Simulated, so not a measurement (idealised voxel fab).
process module | voxel released beams
cross-section cut | 245 nm wide | cells 5 nm
A cross-section is a grid of square cells, given in bands from the top down. A band is one or more rows of cells.
Each band's line starts with the height of the band's top and of its bottom, in nm. Then come its materials from left to right, each with its width in nm. One material with "throughout" fills the band from edge to edge. "air" is empty space.
Height 0 is the level under which the wafer as received is all one material. The lowest band goes on downwards, as in "0 down".
A width such as "30 to 40" changes by the same amount from each row of cells to the next, from the band's top row to its bottom row.
"no change" after a step means that no cell of the cross-section changed.
closed voids: empty space of 8 cells or more with no open way to the top, each as width x height at its distance from the left edge, in nm
after a step's settings: what the simulator itself notes on the step
overlay nm, on a step with a mask: how far to the right of its planned place the mask lay; to the left if negative
plan
1 op RECEIVE | material Si
2 op CONFORMAL_DEP | material SiN | thk nm 10
3 op DIRECTIONAL_DEP | material SiO2 | thk nm 15
4 op PATTERN | tone open | mask id ANCHOR | material resist | width nm 45 | thk nm 15 | overlay nm 0
5 op DIRECTIONAL_ETCH | etch materials SiO2 | depth nm 15
6 op STRIP | etch materials resist
7 op CONFORMAL_DEP | material TiN | thk nm 15
8 op PATTERN | tone cover | mask id BEAM | material resist | width nm 95 | thk nm 15 | overlay nm 0
9 op DIRECTIONAL_ETCH | etch materials TiN | depth nm 15
10 op STRIP | etch materials resist
11 op STRIP | etch materials SiO2
as received, after step 1
  0 down: Si throughout
  closed voids: none
first wafer at the end, as planned
  40 to 25: air 70 | TiN 20 | air 15 | TiN 60 | air 80
  25 to 10: air 75 | TiN 45 | air 125
  10 to 0: SiN throughout
  0 down: Si throughout
  closed voids: none
second wafer at the end: like start, like plan, one mistake
  30 to 15: air 70 | TiN 20 | air 15 | TiN 60 | air 80
  15 to 0: air 75 | TiN 45 | air 125
  0 down: Si throughout
  closed voids: none
what went wrong: step 2 was left out
at the end the second wafer has, in cells: 98 fewer of SiN
